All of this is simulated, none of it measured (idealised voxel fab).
Process module under the name voxel ribs on slabs
The cross-section shown here is cut; it is 200 nm wide and divided into square cells measuring 5 nm on a side.
Cross-section = grid of square cells, listed top down in bands; band = one or more rows.
First you get the band's top height and its bottom height, in nm, and then the materials it's made of, left to right, with each width in nm. If you see a single material with "all across", that one covers the band edge to edge. "air" is empty space.
Basically, 0 is our baseline, since under it the wafer straight out of the box is all one material. The bottom band has no lower end and keeps on going down, so it looks like "0 down".
Top row gets the first number, bottom row gets the second, and each row in between changes by the same step: that is how a band width like "30 to 40" works.
The designation "no alteration", where it is given for a processing step, indicates that no cell of the cross-section was altered in the course of that step.
"Fully closed voids": sealed empty spaces, 8 cells or more, no open way to top, listed width x height at distance, with distance from the left edge and width, height and distance in nm.
Formally, on a step line, whatever follows the settings is a remark that the simulator itself makes on the step.
"overlay nm" denotes, for a step that has a mask, the displacement of the mask to the right of its planned place, with negative values corresponding to the left.
[Steps planned for the process]
1 RECEIVE,material Si
2 DIRECTIONAL_DEP,material SiO2,thk nm 20
3 DIRECTIONAL_DEP,material SiN,thk nm 20
4 DIRECTIONAL_DEP,material aC,thk nm 10
5 PATTERN,tone cover,mask id RIB,material resist,width nm 20,thk nm 25,overlay nm 0
6 DIRECTIONAL_ETCH,etch materials aC,depth nm 10
7 STRIP,etch materials resist
8 DIRECTIONAL_ETCH,etch materials SiN,depth nm 10
9 STRIP,etch materials aC
10 DIRECTIONAL_DEP,material aC,thk nm 15
11 PATTERN,tone cover,mask id SLAB,material resist,width nm 50,thk nm 30,overlay nm 0
12 DIRECTIONAL_ETCH,etch materials aC,depth nm 15
13 STRIP,etch materials resist
14 DIRECTIONAL_ETCH,etch materials SiN,depth nm 10
15 STRIP,etch materials aC
16 FILL_DEP,material SiO2,thk nm 30
17 CMP,height nm 60
18 DIRECTIONAL_DEP,material TiN,thk nm 5
19 MASKED_ETCH,tone cover,mask id HEATER,width nm 30,etch materials TiN,depth nm 5,overlay nm 0
20 CONFORMAL_DEP,material SiN,thk nm 5
[So this is the incoming wafer in cross-section - it's already been through step 1]
> 0 down = Si all across
> Fully closed voids: none
[End-of-module cross-section of the first of two wafers, processed as planned]
> 70 to 65 = 80 air, 40 SiN, 80 air
> 65 to 60 = 85 SiN, 30 TiN, 85 SiN
> 60 to 40 = SiO2 all across
> 40 to 30 = 90 SiO2, 20 SiN, 90 SiO2
> 30 to 20 = 75 SiO2, 50 SiN, 75 SiO2
> 20 to 0 = SiO2 all across
> 0 down = Si all across
> Fully closed voids: none
[Wafer two cross-section, module end. Start and plan unchanged from wafer one; one mistake made during the run]
> 70 to 65 = 80 air, 40 SiN, 80 air
> 65 to 60 = 85 SiN, 30 TiN, 85 SiN
> 60 to 40 = SiO2 all across
> 40 to 30 = 85 SiO2, 30 SiN, 85 SiO2
> 30 to 20 = 75 SiO2, 50 SiN, 75 SiO2
> 20 to 0 = SiO2 all across
> 0 down = Si all across
> Fully closed voids: none
Which mistake was made when the wafer was run? heads up, step 5 didn't go per plan, it actually ran as PATTERN,tone cover,mask id RIB,material resist,width nm 30,thk nm 25,overlay nm 0
at the end the second wafer has, in cells: 4 more of SiN | 4 fewer of SiO2
